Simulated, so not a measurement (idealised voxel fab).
voxel self aligned contacts: a process module
Square cell edge 5 nm, section width 210 nm, ID cut.
Cross-section format: a grid of square cells, given as bands from top to bottom; each band is one or more rows of cells. Per band: top height and bottom height in nm, followed by the left-to-right materials and their widths in nm; "edge to edge" marks a single material spanning edge to edge, "air" marks empty space. For the purposes of this specification, 0 denotes the height below which the wafer in its as-received condition is composed wholly of one material, and the lowermost band, lacking a lower limit, extends downward without end, as expressed in "top 0, no bottom". Graded width ("30..40"): value in top row of band = first number; value in bottom row = second number; row-to-row change constant. "remained the same" for a step: no cell of the cross-section changed in that step. In the "Cavities, sealed" entry, you get each enclosed empty space of 8 cells or more, one with no open way to the top, written width x height at distance, distance from the left edge, in nm. It should be noted that, on the line of a given step, the content following the step's settings is a remark produced by the simulator itself with respect to that step. overlay nm: right-of-plan distance of the mask on a masked step; negative values mean left-of-plan.
LIST OF PLANNED PROCESS STEPS
| 1 | RECEIVE with material Si |
| 2 | CONFORMAL_DEP with material SiO2, thk nm 5 |
| 3 | DIRECTIONAL_DEP with material polySi, thk nm 30 |
| 4 | DIRECTIONAL_DEP with material SiN, thk nm 15 |
| 5 | MASKED_ETCH with tone cover, mask id GATE, width nm 30, pitch nm 55, etch materials SiN, depth nm 15, overlay nm 0 |
| 6 | MASKED_ETCH with tone cover, mask id GATE, width nm 30, pitch nm 55, etch materials polySi, depth nm 30, overlay nm 0 |
| 7 | CONFORMAL_DEP with material SiN, thk nm 5 |
| 8 | DIRECTIONAL_ETCH with etch materials SiN, depth nm 5 |
| 9 | FILL_DEP with material SiO2, thk nm 20 |
| 10 | CMP with height nm 60 |
| 11 | MASKED_ETCH with tone open, mask id CONTACT, width nm 35, etch materials SiO2, depth nm 60, overlay nm 0 |
| 12 | CONFORMAL_DEP with material TiN, thk nm 5 |
| 13 | FILL_DEP with material Ru, thk nm 5 |
| 14 | CMP with height nm 60 |
| 15 | CONFORMAL_DEP with material SiCN, thk nm 5 |
SHOWN IN CROSS-SECTION IS THE WAFER AS RECEIVED, THAT IS, AS IT STANDS AFTER STEP 1
	top 0, no bottom = Si edge to edge
	Cavities, sealed: none
CROSS-SECTIONAL VIEW OF THE FIRST OF THE TWO WAFERS UPON COMPLETION OF THE MODULE, PROCESSED IN ACCORDANCE WITH THE PLAN
	top 65, bottom 60 = SiCN edge to edge
	top 60, bottom 50 = SiO2 85 nm  TiN 5..15 nm  Ru 25..5 nm  TiN 5..15 nm  SiO2 90 nm
	top 50, bottom 35 = SiO2 55 nm  SiN 40 nm  TiN 5 nm  Ru 5 nm  TiN 5 nm  SiN 40 nm  SiO2 60 nm
	top 35, bottom 5 = SiO2 55 nm  SiN 5 nm  polySi 30 nm  SiN 5 nm  TiN 5 nm  Ru 5 nm  TiN 5 nm  SiN 5 nm  polySi 30 nm  SiN 5 nm  SiO2 60 nm
	top 5, bottom 0 = SiO2 95 nm  TiN 15 nm  SiO2 100 nm
	top 0, no bottom = Si edge to edge
	Cavities, sealed: none
THIS IS THE SECOND OF THE TWO WAFERS, CROSS-SECTIONED AT THE END OF THE MODULE; IT STARTED EXACTLY LIKE THE FIRST AND WAS GIVEN THE SAME PLAN, BUT IT WAS RUN WITH ONE MISTAKE
	top 65, bottom 60 = SiCN edge to edge
	top 60, bottom 50 = Ru 80..50 nm  TiN 5..35 nm  SiO2 35 nm  TiN 5..35 nm  Ru 85..55 nm
	top 50, bottom 35 = Ru 50 nm  TiN 5 nm  SiN 40 nm  SiO2 15 nm  SiN 40 nm  TiN 5 nm  Ru 55 nm
	top 35, bottom 5 = Ru 50 nm  TiN 5 nm  SiN 5 nm  polySi 30 nm  SiN 5 nm  SiO2 15 nm  SiN 5 nm  polySi 30 nm  SiN 5 nm  TiN 5 nm  Ru 55 nm
	top 5, bottom 0 = TiN 55 nm  SiO2 95 nm  TiN 60 nm
	top 0, no bottom = Si edge to edge
	Cavities, sealed: none
Against the plan, the run slipped here: step 11 ran differently from the plan; actual operation with settings: MASKED_ETCH with tone cover, mask id CONTACT, width nm 35, etch materials SiO2, depth nm 60, overlay nm 0
Once processing is complete, comparing cell counts shows that the second wafer has more or fewer of certain materials than the first: Ru +228, SiO2 -256, TiN +28
